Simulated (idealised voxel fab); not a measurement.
This is a process module. Its name is voxel capacitor over wiring.
235 nm wide, 5 nm square cells: that's cross-section cut.
Cross-sections here: square-cell grids, written as top-down lists of bands, a band being one or more rows of cells. First you get the band's top height and its bottom height, in nm, and then the materials it's made of, left to right, with each width in nm. If you see a single material with "edge to edge", that one covers the band edge to edge. "empty" is empty space. The level at which height equals 0 is the one under which the wafer, as it arrives, is entirely one material. No lower edge exists for the bottom band, which continues downward and is notated as in "0 down". Think of "30->40" as a width that walks from the first number to the second as you go down the band, top row to bottom row, taking equal-sized steps from row to row. "no change occurred" for a step: no cell of the cross-section changed in that step. Heads up: "Fully closed voids" only lists the empty pockets with no open path to the top that are 8 cells or more, and it writes them as width x height at distance, distance from the left edge, in nm. Where a step's line continues beyond its settings, the continuation is a remark by the simulator itself on that step. overlay nm: mask offset rightward from planned place, masked step; negative means leftward offset.
## Planned process steps
- 1: RECEIVE [material Si]
- 2: CONFORMAL_DEP [material SiO2] [thk nm 15]
- 3: DIRECTIONAL_DEP [material TiN] [thk nm 5]
- 4: DIRECTIONAL_DEP [material W] [thk nm 20]
- 5: MASKED_ETCH [tone cover] [mask id METAL_1] [width nm 25] [pitch nm 95] [etch materials W] [depth nm 20] [overlay nm 0]
- 6: MASKED_ETCH [tone cover] [mask id METAL_1] [width nm 25] [pitch nm 95] [etch materials TiN] [depth nm 5] [overlay nm 0]
- 7: CONFORMAL_DEP [material SiN] [thk nm 5]
- 8: FILL_DEP [material lowk] [thk nm 5]
- 9: CMP [height nm 40]
- 10: CONFORMAL_DEP [material SiCN] [thk nm 5]
- 11: DIRECTIONAL_DEP [material SiO2] [thk nm 20]
- 12: MASKED_ETCH [tone open] [mask id PLUG_1] [width nm 15] [etch materials SiO2] [depth nm 20] [overlay nm 0]
- 13: MASKED_ETCH [tone open] [mask id PLUG_1] [width nm 15] [etch materials SiCN] [depth nm 5] [overlay nm 0]
- 14: EPI [material Ru] [thk nm 10]
- 15: EPI [material Ru] [thk nm 10]
- 16: EPI [material Ru] [thk nm 5]
- 17: DIRECTIONAL_DEP [material TiN] [thk nm 10]
- 18: DIRECTIONAL_DEP [material Al2O3] [thk nm 5]
- 19: DIRECTIONAL_DEP [material TiN] [thk nm 10]
- 20: DIRECTIONAL_DEP [material aC] [thk nm 15]
- 21: PATTERN [tone cover] [mask id UPPER_PLATE] [material resist] [width nm 75] [thk nm 35] [overlay nm 0]
- 22: DIRECTIONAL_ETCH [etch materials aC] [depth nm 15]
- 23: STRIP [etch materials resist]
- 24: DIRECTIONAL_ETCH [etch materials TiN] [depth nm 10]
- 25: DIRECTIONAL_ETCH [etch materials Al2O3] [depth nm 5]
- 26: STRIP [etch materials aC]
- 27: MASKED_ETCH [tone cover] [mask id LOWER_PLATE] [width nm 85] [etch materials TiN] [depth nm 10] [overlay nm 0]
- 28: FILL_DEP [material SiO2] [thk nm 15]
- 29: CMP [height nm 100]
- 30: DIRECTIONAL_DEP [material aC] [thk nm 10]
- 31: PATTERN [tone open] [mask id PLUG_2] [material resist] [width nm 15] [thk nm 25] [overlay nm 0]
- 32: DIRECTIONAL_ETCH [etch materials aC] [depth nm 10]
- 33: STRIP [etch materials resist]
- 34: DIRECTIONAL_ETCH [etch materials SiO2] [depth nm 10]
- 35: STRIP [etch materials aC]
- 36: CONFORMAL_DEP [material TiN] [thk nm 5]
- 37: FILL_DEP [material Ru] [thk nm 10]
- 38: CMP [height nm 100]
- 39: CONFORMAL_DEP [material SiN] [thk nm 5]
## first wafer, as planned
## Wafer cross-section on receipt, i.e. after step 1
0 down | Si edge to edge
Fully closed voids: none
## Cross-section of the wafer after step 2
15 to 0 | SiO2 edge to edge
Below 0, no change.
## Cross-section of the wafer after step 3
20 to 15 | TiN edge to edge
Below 15, no change.
## Cross-section of the wafer after step 4
40 to 20 | W edge to edge
Below 20, no change.
## Cross-section of the wafer after step 5
40 to 20 | 55 nm empty  25 nm W  70 nm empty  25 nm W  60 nm empty
Below 20, no change.
## Cross-section of the wafer after step 6
40 to 20 | 55 nm empty  25 nm W  70 nm empty  25 nm W  60 nm empty
20 to 15 | 55 nm empty  25 nm TiN  70 nm empty  25 nm TiN  60 nm empty
Below 15, no change.
## Cross-section of the wafer after step 7
45 to 40 | 50 nm empty  35 nm SiN  60 nm empty  35 nm SiN  55 nm empty
40 to 20 | 50 nm empty  5 nm SiN  25 nm W  5 nm SiN  60 nm empty  5 nm SiN  25 nm W  5 nm SiN  55 nm empty
20 to 15 | 55 nm SiN  25 nm TiN  70 nm SiN  25 nm TiN  60 nm SiN
Below 15, no change.
## Cross-section of the wafer after step 8
50 to 45 | lowk edge to edge
45 to 40 | 50 nm lowk  35 nm SiN  60 nm lowk  35 nm SiN  55 nm lowk
40 to 20 | 50 nm lowk  5 nm SiN  25 nm W  5 nm SiN  60 nm lowk  5 nm SiN  25 nm W  5 nm SiN  55 nm lowk
Below 20, no change.
## Cross-section of the wafer after step 9
40 to 20 | 50 nm lowk  5 nm SiN  25 nm W  5 nm SiN  60 nm lowk  5 nm SiN  25 nm W  5 nm SiN  55 nm lowk
Below 20, no change.
## Cross-section of the wafer after step 10
45 to 40 | SiCN edge to edge
Below 40, no change.
## Cross-section of the wafer after step 11
65 to 45 | SiO2 edge to edge
Below 45, no change.
## Cross-section of the wafer after step 12
65 to 45 | 65 nm SiO2  15 nm empty  155 nm SiO2
Below 45, no change.
## Cross-section of the wafer after step 13
65 to 45 | 65 nm SiO2  15 nm empty  155 nm SiO2
45 to 40 | 65 nm SiCN  15 nm empty  155 nm SiCN
Below 40, no change.
## Cross-section of the wafer after step 14
65 to 50 | 65 nm SiO2  15 nm empty  155 nm SiO2
50 to 45 | 65 nm SiO2  15 nm Ru  155 nm SiO2
45 to 40 | 65 nm SiCN  15 nm Ru  155 nm SiCN
Below 40, no change.
## Cross-section of the wafer after step 15
65 to 60 | 65 nm SiO2  15 nm empty  155 nm SiO2
60 to 45 | 65 nm SiO2  15 nm Ru  155 nm SiO2
Below 45, no change.
## Cross-section of the wafer after step 16
65 to 45 | 65 nm SiO2  15 nm Ru  155 nm SiO2
Below 45, no change.
## Cross-section of the wafer after step 17
75 to 65 | TiN edge to edge
Below 65, no change.
## Cross-section of the wafer after step 18
80 to 75 | Al2O3 edge to edge
Below 75, no change.
## Cross-section of the wafer after step 19
90 to 80 | TiN edge to edge
Below 80, no change.
## Cross-section of the wafer after step 20
105 to 90 | aC edge to edge
Below 90, no change.
## Cross-section of the wafer after step 21
140 to 105 | 65 nm empty  75 nm resist  95 nm empty
Below 105, no change.
## Cross-section of the wafer after step 22
125 to 105 | 65 nm empty  75 nm resist  95 nm empty
105 to 90 | 65 nm empty  75 nm aC  95 nm empty
Below 90, no change.
## Cross-section of the wafer after step 23
105 to 90 | 65 nm empty  75 nm aC  95 nm empty
Below 90, no change.
## Cross-section of the wafer after step 24
105 to 90 | 65 nm empty  75 nm aC  95 nm empty
90 to 80 | 65 nm empty  75 nm TiN  95 nm empty
Below 80, no change.
## Cross-section of the wafer after step 25
105 to 90 | 65 nm empty  75 nm aC  95 nm empty
90 to 80 | 65 nm empty  75 nm TiN  95 nm empty
80 to 75 | 65 nm empty  75 nm Al2O3  95 nm empty
Below 75, no change.
## Cross-section of the wafer after step 26
90 to 80 | 65 nm empty  75 nm TiN  95 nm empty
Below 80, no change.
## Cross-section of the wafer after step 27
90 to 80 | 65 nm empty  75 nm TiN  95 nm empty
80 to 75 | 65 nm empty  75 nm Al2O3  95 nm empty
75 to 65 | 60 nm empty  85 nm TiN  90 nm empty
Below 65, no change.
## Cross-section of the wafer after step 28
105 to 90 | SiO2 edge to edge
90 to 80 | 65 nm SiO2  75 nm TiN  95 nm SiO2
80 to 75 | 65 nm SiO2  75 nm Al2O3  95 nm SiO2
75 to 65 | 60 nm SiO2  85 nm TiN  90 nm SiO2
Below 65, no change.
## Cross-section of the wafer after step 29
100 to 90 | SiO2 edge to edge
Below 90, no change.
## Cross-section of the wafer after step 30
110 to 100 | aC edge to edge
Below 100, no change.
## Cross-section of the wafer after step 31
135 to 110 | 75 nm resist  15 nm empty  145 nm resist
Below 110, no change.
## Cross-section of the wafer after step 32
125 to 110 | 75 nm resist  15 nm empty  145 nm resist
110 to 100 | 75 nm aC  15 nm empty  145 nm aC
Below 100, no change.
## Cross-section of the wafer after step 33
110 to 100 | 75 nm aC  15 nm empty  145 nm aC
Below 100, no change.
## Cross-section of the wafer after step 34
110 to 100 | 75 nm aC  15 nm empty  145 nm aC
100 to 90 | 75 nm SiO2  15 nm empty  145 nm SiO2
Below 90, no change.
## Cross-section of the wafer after step 35
100 to 90 | 75 nm SiO2  15 nm empty  145 nm SiO2
Below 90, no change.
## Cross-section of the wafer after step 36
105 to 100 | 80 nm TiN  5 nm empty  150 nm TiN
100 to 95 | 75 nm SiO2  5 nm TiN  5 nm empty  5 nm TiN  145 nm SiO2
95 to 90 | 75 nm SiO2  15 nm TiN  145 nm SiO2
Below 90, no change.
## Cross-section of the wafer after step 37
115 to 105 | Ru edge to edge
105 to 100 | 80 nm TiN  5 nm Ru  150 nm TiN
100 to 95 | 75 nm SiO2  5 nm TiN  5 nm Ru  5 nm TiN  145 nm SiO2
Below 95, no change.
## Cross-section of the wafer after step 38
100 to 95 | 75 nm SiO2  5 nm TiN  5 nm Ru  5 nm TiN  145 nm SiO2
Below 95, no change.
## Cross-section of the wafer after step 39
105 to 100 | SiN edge to edge
Below 100, no change.
## Okay, second wafer. Nothing different at the start, nothing different in the plan, just one mistake somewhere in the running. As far as step 26, counting that step, it's the first wafer all over again
## Cross-section: second wafer, time at which step 27 was scheduled to end
90 to 80 | 65 nm empty  75 nm TiN  95 nm empty
80 to 75 | 65 nm empty  75 nm Al2O3  95 nm empty
75 to 70 | 60 nm empty  85 nm TiN  90 nm empty
Below 70, no change.
## Cross-section: second wafer, time at which step 28 was scheduled to end
105 to 90 | SiO2 edge to edge
90 to 80 | 65 nm SiO2  75 nm TiN  95 nm SiO2
80 to 75 | 65 nm SiO2  75 nm Al2O3  95 nm SiO2
75 to 70 | 60 nm SiO2  85 nm TiN  90 nm SiO2
Below 70, no change.
## Cross-section: second wafer, time at which step 29 was scheduled to end
100 to 90 | SiO2 edge to edge
Below 90, no change.
## Cross-section: second wafer, time at which step 30 was scheduled to end
110 to 100 | aC edge to edge
Below 100, no change.
## Cross-section: second wafer, time at which step 31 was scheduled to end
135 to 110 | 75 nm resist  15 nm empty  145 nm resist
Below 110, no change.
## Cross-section: second wafer, time at which step 32 was scheduled to end
125 to 110 | 75 nm resist  15 nm empty  145 nm resist
110 to 100 | 75 nm aC  15 nm empty  145 nm aC
Below 100, no change.
## Cross-section: second wafer, time at which step 33 was scheduled to end
110 to 100 | 75 nm aC  15 nm empty  145 nm aC
Below 100, no change.
## Cross-section: second wafer, time at which step 34 was scheduled to end
110 to 100 | 75 nm aC  15 nm empty  145 nm aC
100 to 90 | 75 nm SiO2  15 nm empty  145 nm SiO2
Below 90, no change.
## Cross-section: second wafer, time at which step 35 was scheduled to end
100 to 90 | 75 nm SiO2  15 nm empty  145 nm SiO2
Below 90, no change.
## Cross-section: second wafer, time at which step 36 was scheduled to end
105 to 100 | 80 nm TiN  5 nm empty  150 nm TiN
100 to 95 | 75 nm SiO2  5 nm TiN  5 nm empty  5 nm TiN  145 nm SiO2
95 to 90 | 75 nm SiO2  15 nm TiN  145 nm SiO2
Below 90, no change.
## Cross-section: second wafer, time at which step 37 was scheduled to end
115 to 105 | Ru edge to edge
105 to 100 | 80 nm TiN  5 nm Ru  150 nm TiN
100 to 95 | 75 nm SiO2  5 nm TiN  5 nm Ru  5 nm TiN  145 nm SiO2
Below 95, no change.
## Cross-section: second wafer, time at which step 38 was scheduled to end
100 to 95 | 75 nm SiO2  5 nm TiN  5 nm Ru  5 nm TiN  145 nm SiO2
Below 95, no change.
## Cross-section: second wafer, time at which step 39 was scheduled to end
105 to 100 | SiN edge to edge
Below 100, no change.
Heads up, the wafer didn't run the way we planned it: step 27 was run on a setting that differed from the plan, and what really ran there is MASKED_ETCH [tone cover] [mask id LOWER_PLATE] [width nm 85] [etch materials TiN] [depth nm 5] [overlay nm 0]
Final cells, second wafer relative to first, materials higher or lower: SiO2: 30 fewer, TiN: 30 more
